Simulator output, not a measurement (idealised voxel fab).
Process module, titled voxel ribs on slabs
Cross-section cut: width 155 nm, square cells of 5 nm.
Cross-section format: a grid of square cells, given as bands from top to bottom; each band is one or more rows of cells.
Each band's line starts with the height of the band's top and of its bottom, in nm. Then come its materials from left to right, each with its width in nm. One material with "full width" fills the band from edge to edge. "empty" is empty space.
Beneath 0, the wafer as received is one material, and that level is where height counting begins. The lowest band goes on downward without a bottom; it is written like "0 down".
Quick explanation for "30 to 40": the width changes in equal steps down the rows of cells, from the first number in the band's top row to the second number in its bottom row.
The designation "identical to before", where it is given for a processing step, indicates that no cell of the cross-section was altered in the course of that step.
"Closed void list" enumerates empty spaces isolated from the top, with no open way to it, that contain at least 8 cells, giving each as width x height at distance from the left edge, all three in nm.
That trailing text on a step's line, after the settings, is the simulator's own remark on the step.
"overlay nm", when on a step's line for a step with a mask, measures how far to the right of its planned place the mask lay; a negative measure means to the left.

## Process steps foreseen in the plan
- 1: RECEIVE (material Si)
- 2: DIRECTIONAL_DEP (material SiO2; thk nm 20)
- 3: DIRECTIONAL_DEP (material polySi; thk nm 25)
- 4: MASKED_ETCH (tone cover; mask id RIB; width nm 20; etch materials polySi; depth nm 20; overlay nm 0)
- 5: MASKED_ETCH (tone cover; mask id SLAB; width nm 70; etch materials polySi; depth nm 5; overlay nm 0)
- 6: FILL_DEP (material SiO2; thk nm 20)
- 7: CMP (height nm 55)
- 8: DIRECTIONAL_DEP (material TiN; thk nm 10)
- 9: PATTERN (tone cover; mask id HEATER; material resist; width nm 30; thk nm 20; overlay nm 0)
- 10: DIRECTIONAL_ETCH (etch materials TiN; depth nm 10)
- 11: STRIP (etch materials resist)
- 12: CONFORMAL_DEP (material SiO2; thk nm 5)

## Cross-section of the wafer upon arrival, representing the state reached after step 1
0 down: Si full width
Closed void list: none

## Here's the wafer cut in cross-section after the module, started and planned just like above, except one thing was done wrong in the run
70 to 65: empty=55 / SiO2=40 / empty=60
65 to 60: empty=55 / SiO2=5 / TiN=30 / SiO2=5 / empty=60
60 to 55: SiO2=60 / TiN=30 / SiO2=65
55 to 25: SiO2 full width
25 to 0: polySi full width
0 down: Si full width
Closed void list: none
Which mistake was made when the wafer was run? contrary to the plan, steps 2 and 3 were processed in exchanged order
